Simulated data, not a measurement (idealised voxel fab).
process module | voxel ribs on slabs
cross-section cut | 190 nm wide | cells 5 nm
A cross-section is a grid of square cells, given in bands from the top down. A band is one or more rows of cells.
Each band's line starts with the height of the band's top and of its bottom, in nm. Then come its materials from left to right, each with its width in nm. One material with "throughout" fills the band from edge to edge. "air" is empty space.
Height 0 is the level under which the wafer as received is all one material. The lowest band goes on downwards, as in "0 down".
A width such as "30 to 40" changes by the same amount from each row of cells to the next, from the band's top row to its bottom row.
"no change" after a step means that no cell of the cross-section changed.
closed voids: empty space of 8 cells or more with no open way to the top, each as width x height at its distance from the left edge, in nm
after a step's settings: what the simulator itself notes on the step
overlay nm, on a step with a mask: how far to the right of its planned place the mask lay; to the left if negative
plan
1 op RECEIVE | material Si
2 op DIRECTIONAL_DEP | material SiO2 | thk nm 20
3 op DIRECTIONAL_DEP | material polySi | thk nm 25
4 op DIRECTIONAL_DEP | material aC | thk nm 10
5 op PATTERN | tone cover | mask id RIB | material resist | width nm 25 | thk nm 25 | overlay nm 0
6 op DIRECTIONAL_ETCH | etch materials aC | depth nm 10
7 op STRIP | etch materials resist
8 op DIRECTIONAL_ETCH | etch materials polySi | depth nm 10
9 op STRIP | etch materials aC
10 op PATTERN | tone cover | mask id SLAB | material resist | width nm 75 | thk nm 20 | overlay nm 0
11 op DIRECTIONAL_ETCH | etch materials polySi | depth nm 15
12 op STRIP | etch materials resist
13 op FILL_DEP | material SiO2 | thk nm 25
14 op CMP | height nm 65
15 op DIRECTIONAL_DEP | material W | thk nm 5
16 op MASKED_ETCH | tone cover | mask id HEATER | width nm 35 | etch materials W | depth nm 5 | overlay nm 0
17 op CONFORMAL_DEP | material SiN | thk nm 5
as received, after step 1
  0 down: Si throughout
  closed voids: none
first wafer at the end, as planned
  75 to 70: air 70 | SiN 45 | air 75
  70 to 65: SiN 75 | W 35 | SiN 80
  65 to 45: SiO2 throughout
  45 to 35: SiO2 80 | polySi 25 | SiO2 85
  35 to 20: SiO2 55 | polySi 75 | SiO2 60
  20 to 0: SiO2 throughout
  0 down: Si throughout
  closed voids: none
second wafer at the end: like start, like plan, one mistake
  75 to 70: air 70 | SiN 45 | air 75
  70 to 65: SiN 75 | W 35 | SiN 80
  65 to 50: SiO2 throughout
  50 to 40: SiO2 80 | polySi 25 | SiO2 85
  40 to 25: SiO2 55 | polySi 75 | SiO2 60
  25 to 20: polySi throughout
  20 to 0: SiO2 throughout
  0 down: Si throughout
  closed voids: none
what went wrong: step 3 ran as: op DIRECTIONAL_DEP | material polySi | thk nm 30
at the end the second wafer has, in cells: 38 fewer of SiO2 | 38 more of polySi
